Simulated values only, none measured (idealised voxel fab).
process module | voxel ribs on slabs
cross-section cut | 215 nm wide | cells 5 nm
A cross-section is a grid of square cells, given in bands from the top down. A band is one or more rows of cells.
Each band's line starts with the height of the band's top and of its bottom, in nm. Then come its materials from left to right, each with its width in nm. One material with "throughout" fills the band from edge to edge. "air" is empty space.
Height 0 is the level under which the wafer as received is all one material. The lowest band goes on downwards, as in "0 down".
A width such as "30 to 40" changes by the same amount from each row of cells to the next, from the band's top row to its bottom row.
"no change" after a step means that no cell of the cross-section changed.
closed voids: empty space of 8 cells or more with no open way to the top, each as width x height at its distance from the left edge, in nm
after a step's settings: what the simulator itself notes on the step
overlay nm, on a step with a mask: how far to the right of its planned place the mask lay; to the left if negative
Each pair below shows a cross-section before one step and the cross-section after it, down to the lowest band that changed. The line under each pair gives the step between them, with its settings. The pairs can come from different runs of this module on the same starting wafer, so a pair continues from the pair above only where its "before" says so.
before
  0 down: Si throughout
  closed voids: none
after
  20 to 0: SiO2 throughout
  below 0: unchanged
  closed voids: none
the step between: op DIRECTIONAL_DEP | material SiO2 | thk nm 20
before: the cross-section after the pair above
after
  45 to 20: SiN throughout
  below 20: unchanged
  closed voids: none
the step between: op DIRECTIONAL_DEP | material SiN | thk nm 25
before: the cross-section after the pair above
after
  45 to 35: air 90 | SiN 30 | air 95
  below 35: unchanged
  closed voids: none
the step between: op MASKED_ETCH | tone cover | mask id RIB | width nm 30 | etch materials SiN | depth nm 10 | overlay nm 0
before: the cross-section after the pair above
after
  60 to 50: air 90 | aC 30 | air 95
  50 to 45: aC throughout
  45 to 35: aC 90 | SiN 30 | aC 95
  below 35: unchanged
  closed voids: none
the step between: op DIRECTIONAL_DEP | material aC | thk nm 15
before: the cross-section after the pair above
after
  90 to 60: air 75 | resist 60 | air 80
  60 to 50: air 75 | resist 15 | aC 30 | resist 15 | air 80
  below 50: unchanged
  closed voids: none
the step between: op PATTERN | tone cover | mask id SLAB | material resist | width nm 60 | thk nm 30 | overlay nm 0
before: the cross-section after the pair above
after
  75 to 60: air 75 | resist 60 | air 80
  60 to 50: air 75 | resist 15 | aC 30 | resist 15 | air 80
  50 to 45: air 75 | aC 60 | air 80
  45 to 35: air 75 | aC 15 | SiN 30 | aC 15 | air 80
  below 35: unchanged
  closed voids: none
the step between: op DIRECTIONAL_ETCH | etch materials aC | depth nm 15
before: the cross-section after the pair above
after
  60 to 50: air 90 | aC 30 | air 95
  below 50: unchanged
  closed voids: none
the step between: op STRIP | etch materials resist
before: the cross-section after the pair above
after
  60 to 50: air 90 | aC 30 | air 95
  50 to 45: air 75 | aC 60 | air 80
  45 to 35: air 75 | aC 15 | SiN 30 | aC 15 | air 80
  35 to 20: air 75 | SiN 60 | air 80
  below 20: unchanged
  closed voids: none
the step between: op DIRECTIONAL_ETCH | etch materials SiN | depth nm 15
before: the cross-section after the pair above
after
  45 to 35: air 90 | SiN 30 | air 95
  below 35: unchanged
  closed voids: none
the step between: op STRIP | etch materials aC
before: the cross-section after the pair above
after
  65 to 45: SiO2 throughout
  45 to 35: SiO2 90 | SiN 30 | SiO2 95
  35 to 20: SiO2 75 | SiN 60 | SiO2 80
  below 20: unchanged
  closed voids: none
the step between: op FILL_DEP | material SiO2 | thk nm 20
before: the cross-section after the pair above
after
  55 to 45: SiO2 throughout
  below 45: unchanged
  closed voids: none
the step between: op CMP | height nm 55
before: the cross-section after the pair above
after
  60 to 55: TiN throughout
  below 55: unchanged
  closed voids: none
the step between: op DIRECTIONAL_DEP | material TiN | thk nm 5
before: the cross-section after the pair above
after
  75 to 60: air 85 | resist 40 | air 90
  below 60: unchanged
  closed voids: none
the step between: op PATTERN | tone cover | mask id HEATER | material resist | width nm 40 | thk nm 15 | overlay nm 0
before: the cross-section after the pair above
after
  75 to 60: air 85 | resist 40 | air 90
  60 to 55: air 85 | TiN 40 | air 90
  below 55: unchanged
  closed voids: none
the step between: op DIRECTIONAL_ETCH | etch materials TiN | depth nm 5
before: the cross-section after the pair above
after
  60 to 55: air 85 | TiN 40 | air 90
  below 55: unchanged
  closed voids: none
the step between: op STRIP | etch materials resist
before: the cross-section after the pair above
after
  70 to 65: air 75 | SiO2 60 | air 80
  65 to 60: SiO2 throughout
  60 to 55: SiO2 85 | TiN 40 | SiO2 90
  below 55: unchanged
  closed voids: none
the step between: op CONFORMAL_DEP | material SiO2 | thk nm 10
before
  45 to 20: SiN throughout
  20 to 0: SiO2 throughout
  0 down: Si throughout
  closed voids: none
after
  70 to 20: SiN throughout
  below 20: unchanged
  closed voids: none
the step between: op DIRECTIONAL_DEP | material SiN | thk nm 25
before: the cross-section after the pair above
after
  70 to 60: air 90 | SiN 30 | air 95
  below 60: unchanged
  closed voids: none
the step between: op MASKED_ETCH | tone cover | mask id RIB | width nm 30 | etch materials SiN | depth nm 10 | overlay nm 0
before: the cross-section after the pair above
after
  85 to 75: air 90 | aC 30 | air 95
  75 to 70: aC throughout
  70 to 60: aC 90 | SiN 30 | aC 95
  below 60: unchanged
  closed voids: none
the step between: op DIRECTIONAL_DEP | material aC | thk nm 15
before: the cross-section after the pair above
after
  115 to 85: air 75 | resist 60 | air 80
  85 to 75: air 75 | resist 15 | aC 30 | resist 15 | air 80
  below 75: unchanged
  closed voids: none
the step between: op PATTERN | tone cover | mask id SLAB | material resist | width nm 60 | thk nm 30 | overlay nm 0
before: the cross-section after the pair above
after
  100 to 85: air 75 | resist 60 | air 80
  85 to 75: air 75 | resist 15 | aC 30 | resist 15 | air 80
  75 to 70: air 75 | aC 60 | air 80
  70 to 60: air 75 | aC 15 | SiN 30 | aC 15 | air 80
  below 60: unchanged
  closed voids: none
the step between: op DIRECTIONAL_ETCH | etch materials aC | depth nm 15
before: the cross-section after the pair above
after
  85 to 75: air 90 | aC 30 | air 95
  below 75: unchanged
  closed voids: none
the step between: op STRIP | etch materials resist
before: the cross-section after the pair above
after
  85 to 75: air 90 | aC 30 | air 95
  75 to 70: air 75 | aC 60 | air 80
  70 to 60: air 75 | aC 15 | SiN 30 | aC 15 | air 80
  60 to 45: air 75 | SiN 60 | air 80
  below 45: unchanged
  closed voids: none
the step between: op DIRECTIONAL_ETCH | etch materials SiN | depth nm 15
before: the cross-section after the pair above
after
  70 to 60: air 90 | SiN 30 | air 95
  below 60: unchanged
  closed voids: none
the step between: op STRIP | etch materials aC
before: the cross-section after the pair above
after
  90 to 70: SiO2 throughout
  70 to 60: SiO2 90 | SiN 30 | SiO2 95
  60 to 45: SiO2 75 | SiN 60 | SiO2 80
  below 45: unchanged
  closed voids: none
the step between: op FILL_DEP | material SiO2 | thk nm 20
before: the cross-section after the pair above
after
  55 to 45: SiO2 75 | SiN 60 | SiO2 80
  below 45: unchanged
  closed voids: none
the step between: op CMP | height nm 55
before: the cross-section after the pair above
after
  60 to 55: TiN throughout
  below 55: unchanged
  closed voids: none
the step between: op DIRECTIONAL_DEP | material TiN | thk nm 5
before: the cross-section after the pair above
after
  75 to 60: air 85 | resist 40 | air 90
  below 60: unchanged
  closed voids: none
the step between: op PATTERN | tone cover | mask id HEATER | material resist | width nm 40 | thk nm 15 | overlay nm 0
before: the cross-section after the pair above
after
  75 to 60: air 85 | resist 40 | air 90
  60 to 55: air 85 | TiN 40 | air 90
  below 55: unchanged
  closed voids: none
the step between: op DIRECTIONAL_ETCH | etch materials TiN | depth nm 5
before: the cross-section after the pair above
after
  60 to 55: air 85 | TiN 40 | air 90
  below 55: unchanged
  closed voids: none
the step between: op STRIP | etch materials resist
before: the cross-section after the pair above
after
  70 to 65: air 75 | SiO2 60 | air 80
  65 to 60: SiO2 throughout
  60 to 55: SiO2 85 | TiN 40 | SiO2 90
  below 55: unchanged
  closed voids: none
the step between: op CONFORMAL_DEP | material SiO2 | thk nm 10
before
  0 down: Si throughout
  closed voids: none
after
  25 to 0: SiN throughout
  below 0: unchanged
  closed voids: none
the step between: op DIRECTIONAL_DEP | material SiN | thk nm 25
before: the cross-section after the pair above
after
  45 to 25: SiO2 throughout
  below 25: unchanged
  closed voids: none
the step between: op DIRECTIONAL_DEP | material SiO2 | thk nm 20
before: the cross-section after the pair above
after
  60 to 45: aC throughout
  below 45: unchanged
  closed voids: none
the step between: op DIRECTIONAL_DEP | material aC | thk nm 15
before: the cross-section after the pair above
after
  90 to 60: air 75 | resist 60 | air 80
  below 60: unchanged
  closed voids: none
the step between: op PATTERN | tone cover | mask id SLAB | material resist | width nm 60 | thk nm 30 | overlay nm 0
before: the cross-section after the pair above
after
  75 to 60: air 75 | resist 60 | air 80
  60 to 45: air 75 | aC 60 | air 80
  below 45: unchanged
  closed voids: none
the step between: op DIRECTIONAL_ETCH | etch materials aC | depth nm 15
before: the cross-section after the pair above
after
  60 to 45: air 75 | aC 60 | air 80
  below 45: unchanged
  closed voids: none
the step between: op STRIP | etch materials resist
before: the cross-section after the pair above
after
  45 to 25: SiO2 throughout
  below 25: unchanged
  closed voids: none
the step between: op STRIP | etch materials aC
before: the cross-section after the pair above
after
  65 to 25: SiO2 throughout
  below 25: unchanged
  closed voids: none
the step between: op FILL_DEP | material SiO2 | thk nm 20
before: the cross-section after the pair above
after
  55 to 25: SiO2 throughout
  below 25: unchanged
  closed voids: none
the step between: op CMP | height nm 55
before: the cross-section after the pair above
after
  60 to 55: TiN throughout
  below 55: unchanged
  closed voids: none
the step between: op DIRECTIONAL_DEP | material TiN | thk nm 5
before: the cross-section after the pair above
after
  75 to 60: air 85 | resist 40 | air 90
  below 60: unchanged
  closed voids: none
the step between: op PATTERN | tone cover | mask id HEATER | material resist | width nm 40 | thk nm 15 | overlay nm 0
before: the cross-section after the pair above
after
  75 to 60: air 85 | resist 40 | air 90
  60 to 55: air 85 | TiN 40 | air 90
  below 55: unchanged
  closed voids: none
the step between: op DIRECTIONAL_ETCH | etch materials TiN | depth nm 5
before: the cross-section after the pair above
after
  60 to 55: air 85 | TiN 40 | air 90
  below 55: unchanged
  closed voids: none
the step between: op STRIP | etch materials resist
before: the cross-section after the pair above
after
  70 to 65: air 75 | SiO2 60 | air 80
  65 to 60: SiO2 throughout
  60 to 55: SiO2 85 | TiN 40 | SiO2 90
  below 55: unchanged
  closed voids: none
the step between: op CONFORMAL_DEP | material SiO2 | thk nm 10
before
  0 down: Si throughout
  closed voids: none
after
  15 to 0: SiO2 throughout
  below 0: unchanged
  closed voids: none
the step between: op DIRECTIONAL_DEP | material SiO2 | thk nm 15
before: the cross-section after the pair above
after
  40 to 15: SiN throughout
  below 15: unchanged
  closed voids: none
the step between: op DIRECTIONAL_DEP | material SiN | thk nm 25
before: the cross-section after the pair above
after
  40 to 30: air 90 | SiN 30 | air 95
  below 30: unchanged
  closed voids: none
the step between: op MASKED_ETCH | tone cover | mask id RIB | width nm 30 | etch materials SiN | depth nm 10 | overlay nm 0
before: the cross-section after the pair above
after
  55 to 45: air 90 | aC 30 | air 95
  45 to 40: aC throughout
  40 to 30: aC 90 | SiN 30 | aC 95
  below 30: unchanged
  closed voids: none
the step between: op DIRECTIONAL_DEP | material aC | thk nm 15
before: the cross-section after the pair above
after
  85 to 55: air 75 | resist 60 | air 80
  55 to 45: air 75 | resist 15 | aC 30 | resist 15 | air 80
  below 45: unchanged
  closed voids: none
the step between: op PATTERN | tone cover | mask id SLAB | material resist | width nm 60 | thk nm 30 | overlay nm 0
before: the cross-section after the pair above
after
  70 to 55: air 75 | resist 60 | air 80
  55 to 45: air 75 | resist 15 | aC 30 | resist 15 | air 80
  45 to 40: air 75 | aC 60 | air 80
  40 to 30: air 75 | aC 15 | SiN 30 | aC 15 | air 80
  below 30: unchanged
  closed voids: none
the step between: op DIRECTIONAL_ETCH | etch materials aC | depth nm 15
before: the cross-section after the pair above
after
  55 to 45: air 90 | aC 30 | air 95
  below 45: unchanged
  closed voids: none
the step between: op STRIP | etch materials resist
before: the cross-section after the pair above
after
  55 to 45: air 90 | aC 30 | air 95
  45 to 40: air 75 | aC 60 | air 80
  40 to 30: air 75 | aC 15 | SiN 30 | aC 15 | air 80
  30 to 15: air 75 | SiN 60 | air 80
  below 15: unchanged
  closed voids: none
the step between: op DIRECTIONAL_ETCH | etch materials SiN | depth nm 15
before: the cross-section after the pair above
after
  40 to 30: air 90 | SiN 30 | air 95
  below 30: unchanged
  closed voids: none
the step between: op STRIP | etch materials aC
before: the cross-section after the pair above
after
  60 to 40: SiO2 throughout
  40 to 30: SiO2 90 | SiN 30 | SiO2 95
  30 to 15: SiO2 75 | SiN 60 | SiO2 80
  below 15: unchanged
  closed voids: none
the step between: op FILL_DEP | material SiO2 | thk nm 20
before: the cross-section after the pair above
after
  55 to 40: SiO2 throughout
  below 40: unchanged
  closed voids: none
the step between: op CMP | height nm 55
before: the cross-section after the pair above
after
  60 to 55: TiN throughout
  below 55: unchanged
  closed voids: none
the step between: op DIRECTIONAL_DEP | material TiN | thk nm 5
before: the cross-section after the pair above
after
  75 to 60: air 85 | resist 40 | air 90
  below 60: unchanged
  closed voids: none
the step between: op PATTERN | tone cover | mask id HEATER | material resist | width nm 40 | thk nm 15 | overlay nm 0
before: the cross-section after the pair above
after
  75 to 60: air 85 | resist 40 | air 90
  60 to 55: air 85 | TiN 40 | air 90
  below 55: unchanged
  closed voids: none
the step between: op DIRECTIONAL_ETCH | etch materials TiN | depth nm 5
before: the cross-section after the pair above
after
  60 to 55: air 85 | TiN 40 | air 90
  below 55: unchanged
  closed voids: none
the step between: op STRIP | etch materials resist
before: the cross-section after the pair above
after
  70 to 65: air 75 | SiO2 60 | air 80
  65 to 60: SiO2 throughout
  60 to 55: SiO2 85 | TiN 40 | SiO2 90
  below 55: unchanged
  closed voids: none
the step between: op CONFORMAL_DEP | material SiO2 | thk nm 10
before
  60 to 55: TiN throughout
  55 to 45: SiO2 throughout
  45 to 35: SiO2 90 | SiN 30 | SiO2 95
  35 to 20: SiO2 75 | SiN 60 | SiO2 80
  20 to 0: SiO2 throughout
  0 down: Si throughout
  closed voids: none
after
  75 to 60: air 90 | resist 30 | air 95
  below 60: unchanged
  closed voids: none
the step between: op PATTERN | tone cover | mask id HEATER | material resist | width nm 30 | thk nm 15 | overlay nm 0
before: the cross-section after the pair above
after
  75 to 60: air 90 | resist 30 | air 95
  60 to 55: air 90 | TiN 30 | air 95
  below 55: unchanged
  closed voids: none
the step between: op DIRECTIONAL_ETCH | etch materials TiN | depth nm 5
before: the cross-section after the pair above
after
  60 to 55: air 90 | TiN 30 | air 95
  below 55: unchanged
  closed voids: none
the step between: op STRIP | etch materials resist
before: the cross-section after the pair above
after
  70 to 65: air 80 | SiO2 50 | air 85
  65 to 60: SiO2 throughout
  60 to 55: SiO2 90 | TiN 30 | SiO2 95
  below 55: unchanged
  closed voids: none
the step between: op CONFORMAL_DEP | material SiO2 | thk nm 10
before
  60 to 50: air 90 | aC 30 | air 95
  50 to 45: aC throughout
  45 to 35: aC 90 | SiN 30 | aC 95
  35 to 20: SiN throughout
  20 to 0: SiO2 throughout
  0 down: Si throughout
  closed voids: none
after
  90 to 60: air 85 | resist 60 | air 70
  60 to 50: air 85 | resist 5 | aC 30 | resist 25 | air 70
  below 50: unchanged
  closed voids: none
the step between: op PATTERN | tone cover | mask id SLAB | material resist | width nm 60 | thk nm 30 | overlay nm 10
before: the cross-section after the pair above
after
  75 to 60: air 85 | resist 60 | air 70
  60 to 50: air 85 | resist 5 | aC 30 | resist 25 | air 70
  50 to 45: air 85 | aC 60 | air 70
  45 to 35: air 85 | aC 5 | SiN 30 | aC 25 | air 70
  below 35: unchanged
  closed voids: none
the step between: op DIRECTIONAL_ETCH | etch materials aC | depth nm 15
before: the cross-section after the pair above
after
  60 to 50: air 90 | aC 30 | air 95
  below 50: unchanged
  closed voids: none
the step between: op STRIP | etch materials resist
before: the cross-section after the pair above
after
  60 to 50: air 90 | aC 30 | air 95
  50 to 45: air 85 | aC 60 | air 70
  45 to 35: air 85 | aC 5 | SiN 30 | aC 25 | air 70
  35 to 20: air 85 | SiN 60 | air 70
  below 20: unchanged
  closed voids: none
the step between: op DIRECTIONAL_ETCH | etch materials SiN | depth nm 15
before: the cross-section after the pair above
after
  45 to 35: air 90 | SiN 30 | air 95
  below 35: unchanged
  closed voids: none
the step between: op STRIP | etch materials aC
before: the cross-section after the pair above
after
  65 to 45: SiO2 throughout
  45 to 35: SiO2 90 | SiN 30 | SiO2 95
  35 to 20: SiO2 85 | SiN 60 | SiO2 70
  below 20: unchanged
  closed voids: none
the step between: op FILL_DEP | material SiO2 | thk nm 20
before: the cross-section after the pair above
after
  55 to 45: SiO2 throughout
  below 45: unchanged
  closed voids: none
the step between: op CMP | height nm 55
before: the cross-section after the pair above
after
  60 to 55: TiN throughout
  below 55: unchanged
  closed voids: none
the step between: op DIRECTIONAL_DEP | material TiN | thk nm 5
before: the cross-section after the pair above
after
  75 to 60: air 85 | resist 40 | air 90
  below 60: unchanged
  closed voids: none
the step between: op PATTERN | tone cover | mask id HEATER | material resist | width nm 40 | thk nm 15 | overlay nm 0
before: the cross-section after the pair above
after
  75 to 60: air 85 | resist 40 | air 90
  60 to 55: air 85 | TiN 40 | air 90
  below 55: unchanged
  closed voids: none
the step between: op DIRECTIONAL_ETCH | etch materials TiN | depth nm 5
before: the cross-section after the pair above
after
  60 to 55: air 85 | TiN 40 | air 90
  below 55: unchanged
  closed voids: none
the step between: op STRIP | etch materials resist
before: the cross-section after the pair above
after
  70 to 65: air 75 | SiO2 60 | air 80
  65 to 60: SiO2 throughout
  60 to 55: SiO2 85 | TiN 40 | SiO2 90
  below 55: unchanged
  closed voids: none
the step between: op CONFORMAL_DEP | material SiO2 | thk nm 10
before
  45 to 35: air 90 | SiN 30 | air 95
  35 to 20: air 75 | SiN 60 | air 80
  20 to 0: SiO2 throughout
  0 down: Si throughout
  closed voids: none
after
  65 to 45: aC throughout
  45 to 35: aC 90 | SiN 30 | aC 95
  35 to 20: aC 75 | SiN 60 | aC 80
  below 20: unchanged
  closed voids: none
the step between: op FILL_DEP | material aC | thk nm 20
before: the cross-section after the pair above
after
  55 to 45: aC throughout
  below 45: unchanged
  closed voids: none
the step between: op CMP | height nm 55
before: the cross-section after the pair above
after
  60 to 55: TiN throughout
  below 55: unchanged
  closed voids: none
the step between: op DIRECTIONAL_DEP | material TiN | thk nm 5
before: the cross-section after the pair above
after
  75 to 60: air 85 | resist 40 | air 90
  below 60: unchanged
  closed voids: none
the step between: op PATTERN | tone cover | mask id HEATER | material resist | width nm 40 | thk nm 15 | overlay nm 0
before: the cross-section after the pair above
after
  75 to 60: air 85 | resist 40 | air 90
  60 to 55: air 85 | TiN 40 | air 90
  below 55: unchanged
  closed voids: none
the step between: op DIRECTIONAL_ETCH | etch materials TiN | depth nm 5
before: the cross-section after the pair above
after
  60 to 55: air 85 | TiN 40 | air 90
  below 55: unchanged
  closed voids: none
the step between: op STRIP | etch materials resist
before: the cross-section after the pair above
after
  70 to 65: air 75 | SiO2 60 | air 80
  65 to 60: SiO2 throughout
  60 to 55: SiO2 85 | TiN 40 | SiO2 90
  below 55: unchanged
  closed voids: none
the step between: op CONFORMAL_DEP | material SiO2 | thk nm 10
before
  60 to 50: air 90 | aC 30 | air 95
  50 to 45: aC throughout
  45 to 35: aC 90 | SiN 30 | aC 95
  35 to 20: SiN throughout
  20 to 0: SiO2 throughout
  0 down: Si throughout
  closed voids: none
after
  90 to 60: resist 75 | air 60 | resist 80
  60 to 50: resist 75 | air 15 | aC 30 | air 15 | resist 80
  below 50: unchanged
  closed voids: none
the step between: op PATTERN | tone open | mask id SLAB | material resist | width nm 60 | thk nm 30 | overlay nm 0
before: the cross-section after the pair above
after
  75 to 50: resist 75 | air 60 | resist 80
  50 to 45: aC 75 | air 60 | aC 80
  45 to 35: aC 75 | air 15 | SiN 30 | air 15 | aC 80
  below 35: unchanged
  closed voids: none
the step between: op DIRECTIONAL_ETCH | etch materials aC | depth nm 15
before: the cross-section after the pair above
after
  50 to 45: aC 75 | air 60 | aC 80
  below 45: unchanged
  closed voids: none
the step between: op STRIP | etch materials resist
before: the cross-section after the pair above
after
  50 to 35: aC 75 | air 60 | aC 80
  35 to 30: SiN 75 | air 60 | SiN 80
  30 to 20: SiN 75 | air 15 | SiN 30 | air 15 | SiN 80
  below 20: unchanged
  closed voids: none
the step between: op DIRECTIONAL_ETCH | etch materials SiN | depth nm 15
before: the cross-section after the pair above
after
  35 to 30: SiN 75 | air 60 | SiN 80
  below 30: unchanged
  closed voids: none
the step between: op STRIP | etch materials aC
before: the cross-section after the pair above
after
  55 to 35: SiO2 throughout
  35 to 30: SiN 75 | SiO2 60 | SiN 80
  30 to 20: SiN 75 | SiO2 15 | SiN 30 | SiO2 15 | SiN 80
  below 20: unchanged
  closed voids: none
the step between: op FILL_DEP | material SiO2 | thk nm 20
before: the cross-section after the pair above
after
  60 to 55: TiN throughout
  below 55: unchanged
  closed voids: none
the step between: op DIRECTIONAL_DEP | material TiN | thk nm 5
before: the cross-section after the pair above
after
  75 to 60: air 85 | resist 40 | air 90
  below 60: unchanged
  closed voids: none
the step between: op PATTERN | tone cover | mask id HEATER | material resist | width nm 40 | thk nm 15 | overlay nm 0
before: the cross-section after the pair above
after
  75 to 60: air 85 | resist 40 | air 90
  60 to 55: air 85 | TiN 40 | air 90
  below 55: unchanged
  closed voids: none
the step between: op DIRECTIONAL_ETCH | etch materials TiN | depth nm 5
before: the cross-section after the pair above
after
  60 to 55: air 85 | TiN 40 | air 90
  below 55: unchanged
  closed voids: none
the step between: op STRIP | etch materials resist
before: the cross-section after the pair above
after
  70 to 65: air 75 | SiO2 60 | air 80
  65 to 60: SiO2 throughout
  60 to 55: SiO2 85 | TiN 40 | SiO2 90
  below 55: unchanged
  closed voids: none
the step between: op CONFORMAL_DEP | material SiO2 | thk nm 10
